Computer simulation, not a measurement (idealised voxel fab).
The process module presented herein is designated voxel ribs on slabs.
This is section cut - it's 280 nm across, gridded in 5 nm square cells.
Each cross-section below is a grid of square cells, stated as bands in top-down order, with one or more rows of cells making up each band.
This entry defines a band. It first specifies the height of the band's top and the height of its bottom in nm, and then specifies the band's materials from left to right, stating each material with its width in nm. The word "everywhere" identifies a single material that fills the band from edge to edge, while the word "empty" identifies empty space.
Ref level 0: as-received wafer is one material below here. Bottom band extends down with no lower bound ("0 nm and below").
Width: "30..40" (first number = top row, second number = bottom row, same change from row to row of cells).
You'll sometimes find "nothing altered" written for a step, and that's the way of saying that nowhere in the cross-section did a cell change during that step.
Listed in "Listed closed voids": every empty space of 8 or more cells without an open way to the top. Form: width x height at distance, the distance being from the left edge, all in nm.
What comes after the settings on a step's line is commentary from the simulator itself on that step.
What "overlay nm" on a step's line means: if the step has a mask, that mask lay this far to the right of its planned place, or, when the value is negative, to the left.

Steps planned for the process
1 RECEIVE, material Si
2 DIRECTIONAL_DEP, material SiO2, thk nm 25
3 DIRECTIONAL_DEP, material SiN, thk nm 25
4 DIRECTIONAL_DEP, material aC, thk nm 15
5 PATTERN, tone cover, mask id RIB, material resist, width nm 30, thk nm 30, overlay nm 0
6 DIRECTIONAL_ETCH, etch materials aC, depth nm 15
7 STRIP, etch materials resist
8 DIRECTIONAL_ETCH, etch materials SiN, depth nm 15
9 STRIP, etch materials aC
10 PATTERN, tone cover, mask id SLAB, material resist, width nm 60, thk nm 20, overlay nm 0
11 DIRECTIONAL_ETCH, etch materials SiN, depth nm 10
12 STRIP, etch materials resist
13 FILL_DEP, material SiO2, thk nm 20
14 CMP, height nm 60
15 DIRECTIONAL_DEP, material TiN, thk nm 5
16 MASKED_ETCH, tone cover, mask id HEATER, width nm 40, etch materials TiN, depth nm 5, overlay nm 0
17 CONFORMAL_DEP, material SiN, thk nm 5

Wafer cross-section on receipt, i.e. after step 1
- 0 nm and below | Si everywhere
- Listed closed voids: none

The cross-section shown corresponds to the wafer at the conclusion of the module. The initial structure and the process plan are those presented above; however, one mistake occurred in executing the plan
- 70 nm to 65 nm | empty 115 nm / SiN 50 nm / empty 115 nm
- 65 nm to 60 nm | SiN 120 nm / TiN 40 nm / SiN 120 nm
- 60 nm to 50 nm | aC everywhere
- 50 nm to 35 nm | aC 125 nm / SiN 30 nm / aC 125 nm
- 35 nm to 25 nm | aC 110 nm / SiN 60 nm / aC 110 nm
- 25 nm to 0 nm | SiO2 everywhere
- 0 nm and below | Si everywhere
- Listed closed voids: none
Heads up, the wafer didn't run the way we planned it: step 13: run off-plan, actual operation and settings FILL_DEP, material aC, thk nm 20
